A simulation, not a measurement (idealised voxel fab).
Herein follows the process module entitled voxel transistor to metal.
150 nm wide, 5 nm square cells: that's cross-section cut.
Reading order for cross-sections: top band down to bottom band. Underlying form: a grid of square cells. Band size: one or more rows of cells. For a band, the entry starts with two heights in nm, that of the top and then that of the bottom, and carries on with the band's materials in order from left to right, each alongside its width in nm; the word "edge to edge" beside a single material means it fills the band edge to edge, and "air" means empty space. Height is counted from the level 0, under which the received wafer is composed throughout of one material. The lowest of the bands is not closed at the bottom but continues downward, in the notation "0 -> down". A width such as "30 to 40" changes by the same amount from each row of cells to the next, from the band's top row to its bottom row. Step marked "nothing altered"? Then no cell in the cross-section changed in it. The list in "Trapped voids" covers empty spaces of 8 cells or more that cannot reach the top through any open way, and it gives each as width x height at distance; the distance is from the left edge, and width, height and distance are in nm. What comes after the settings on a step's line is commentary from the simulator itself on that step. The line of a step may include "overlay nm". On a step with a mask, this value is how far to the right of its planned place the mask lay. A negative value means the mask lay to the left.

**plan**
- 1: RECEIVE: material Si
- 2: CONFORMAL_DEP: material SiO2, thk nm 5
- 3: CONFORMAL_DEP: material SiN, thk nm 15
- 4: DIRECTIONAL_DEP: material aC, thk nm 10
- 5: PATTERN: tone cover, mask id ACTIVE, material resist, width nm 105, thk nm 30, overlay nm 0
- 6: DIRECTIONAL_ETCH: etch materials aC, depth nm 10
- 7: STRIP: etch materials resist
- 8: DIRECTIONAL_ETCH: etch materials SiN, depth nm 15
- 9: DIRECTIONAL_ETCH: etch materials SiO2, depth nm 5
- 10: DIRECTIONAL_ETCH: etch materials Si, depth nm 35
- 11: STRIP: etch materials aC
- 12: OXIDIZE: depth nm 5
- 13: FILL_DEP: material SiO2, thk nm 5
- 14: CMP: height nm 20
- 15: SELECTIVE_ETCH: etch materials SiO2, depth nm 5
- 16: STRIP: etch materials SiN
- 17: SELECTIVE_ETCH: etch materials SiO2, depth nm 5
- 18: OXIDIZE: depth nm 5
- 19: DIRECTIONAL_DEP: material polySi, thk nm 20
- 20: DIRECTIONAL_DEP: material SiCN, thk nm 15
- 21: MASKED_ETCH: tone cover, mask id GATE, width nm 25, etch materials SiCN, depth nm 25, overlay nm 0
- 22: MASKED_ETCH: tone cover, mask id GATE, width nm 25, etch materials polySi, depth nm 30, overlay nm 0
- 23: CONFORMAL_DEP: material SiO2, thk nm 5
- 24: DIRECTIONAL_ETCH: etch materials SiO2, depth nm 5
- 25: CONFORMAL_DEP: material SiN, thk nm 5
- 26: DIRECTIONAL_ETCH: etch materials SiN, depth nm 5
- 27: DIRECTIONAL_ETCH: etch materials SiO2, depth nm 5
- 28: DIRECTIONAL_ETCH: etch materials Si, depth nm 10
- 29: EPI: material pSi, thk nm 15
- 30: FILL_DEP: material SiO2, thk nm 10
- 31: CMP: height nm 35
- 32: DIRECTIONAL_DEP: material SiO2, thk nm 10
- 33: PATTERN: tone open, mask id CONTACT, material resist, width nm 30, pitch nm 65, thk nm 15, overlay nm 0
- 34: DIRECTIONAL_ETCH: etch materials SiO2, depth nm 45
- 35: STRIP: etch materials resist
- 36: CONFORMAL_DEP: material TiN, thk nm 5
- 37: FILL_DEP: material W, thk nm 5
- 38: CMP: height nm 45
- 39: DIRECTIONAL_DEP: material TiN, thk nm 5
- 40: DIRECTIONAL_DEP: material W, thk nm 15
- 41: PATTERN: tone cover, mask id METAL_1, material resist, width nm 20, pitch nm 75, thk nm 20, overlay nm 0
- 42: DIRECTIONAL_ETCH: etch materials W, depth nm 15
- 43: DIRECTIONAL_ETCH: etch materials TiN, depth nm 5
- 44: STRIP: etch materials resist
- 45: FILL_DEP: material lowk, thk nm 10
- 46: CMP: height nm 65
- 47: CONFORMAL_DEP: material SiCN, thk nm 5

**As-received state of the wafer in cross-section, equivalent to post-step 1**
	0 -> down: Si edge to edge
	Trapped voids: none

**Module complete - cross-section of the first of two wafers, run according to plan**
	70 -> 65: SiCN edge to edge
	65 -> 50: 25 nm lowk  20 nm W  55 nm lowk  20 nm W  30 nm lowk
	50 -> 45: 25 nm lowk  20 nm TiN  55 nm lowk  20 nm TiN  30 nm lowk
	45 -> 35: 25 nm SiO2  5 nm TiN  20 to 15 nm W  5 to 10 nm TiN  35 nm SiO2  5 to 10 nm TiN  20 to 15 nm W  5 nm TiN  30 nm SiO2
	35 -> 20: 25 nm SiO2  5 nm TiN  15 nm W  5 nm TiN  5 nm SiN  5 nm SiO2  25 nm SiCN  5 nm SiO2  5 nm SiN  5 nm TiN  15 nm W  5 nm TiN  30 nm SiO2
	20 -> 15: 25 nm SiO2  5 nm TiN  15 nm W  5 nm TiN  5 nm SiN  5 nm SiO2  25 nm polySi  5 nm SiO2  5 nm SiN  5 nm TiN  15 nm W  5 nm TiN  30 nm SiO2
	15 -> 10: 25 nm SiO2  25 nm TiN  5 nm SiN  5 nm SiO2  25 nm polySi  5 nm SiO2  5 nm SiN  25 nm TiN  30 nm SiO2
	10 -> 0: 20 nm SiO2  5 nm SiN  10 nm TiN  15 nm pSi  5 nm SiN  5 nm SiO2  25 nm polySi  5 nm SiO2  5 nm SiN  15 nm pSi  10 nm TiN  5 nm SiN  25 nm SiO2
	0 -> -5: 25 nm SiO2  25 nm pSi  45 nm SiO2  25 nm pSi  30 nm SiO2
	-5 -> -15: 25 nm SiO2  25 nm pSi  45 nm Si  25 nm pSi  30 nm SiO2
	-15 -> -40: 25 nm SiO2  95 nm Si  30 nm SiO2
	-40 -> down: Si edge to edge
	Trapped voids: none

**Cross-section, wafer two of two, end of module: same start and plan as wafer one, one error in execution**
	70 -> 65: SiCN edge to edge
	65 -> 50: 25 nm lowk  20 nm W  55 nm lowk  20 nm W  30 nm lowk
	50 -> 45: 25 nm lowk  20 nm TiN  55 nm lowk  20 nm TiN  30 nm lowk
	45 -> 35: 25 nm SiO2  5 nm TiN  20 to 15 nm W  5 to 10 nm TiN  35 nm SiO2  5 to 10 nm TiN  20 to 15 nm W  5 nm TiN  30 nm SiO2
	35 -> 20: 25 nm SiO2  5 nm TiN  15 nm W  5 nm TiN  5 nm SiN  5 nm SiO2  25 nm SiCN  5 nm SiO2  5 nm SiN  5 nm TiN  15 nm W  5 nm TiN  30 nm SiO2
	20 -> 15: 25 nm SiO2  5 nm TiN  15 nm W  5 nm TiN  5 nm SiN  5 nm SiO2  25 nm polySi  5 nm SiO2  5 nm SiN  5 nm TiN  15 nm W  5 nm TiN  30 nm SiO2
	15 -> 10: 25 nm SiO2  25 nm TiN  5 nm SiN  5 nm SiO2  25 nm polySi  5 nm SiO2  5 nm SiN  25 nm TiN  30 nm SiO2
	10 -> 0: 25 nm SiO2  5 nm TiN  5 nm SiN  15 nm pSi  5 nm SiN  5 nm SiO2  25 nm polySi  5 nm SiO2  5 nm SiN  15 nm pSi  10 nm TiN  10 nm SiO2  5 nm SiN  15 nm SiO2
	0 -> -5: 35 nm SiO2  15 nm pSi  45 nm SiO2  35 nm pSi  20 nm SiO2
	-5 -> -15: 35 nm SiO2  15 nm pSi  45 nm Si  35 nm pSi  20 nm SiO2
	-15 -> -40: 35 nm SiO2  95 nm Si  20 nm SiO2
	-40 -> down: Si edge to edge
	Trapped voids: none
What was done differently from what was planned? step 5 was run on a setting that differed from the plan, and what really ran there is PATTERN: tone cover, mask id ACTIVE, material resist, width nm 105, thk nm 30, overlay nm 10
Looking at both finished wafers in cells, the second ends up ahead of or behind the first on some materials: +2 SiO2, -2 TiN
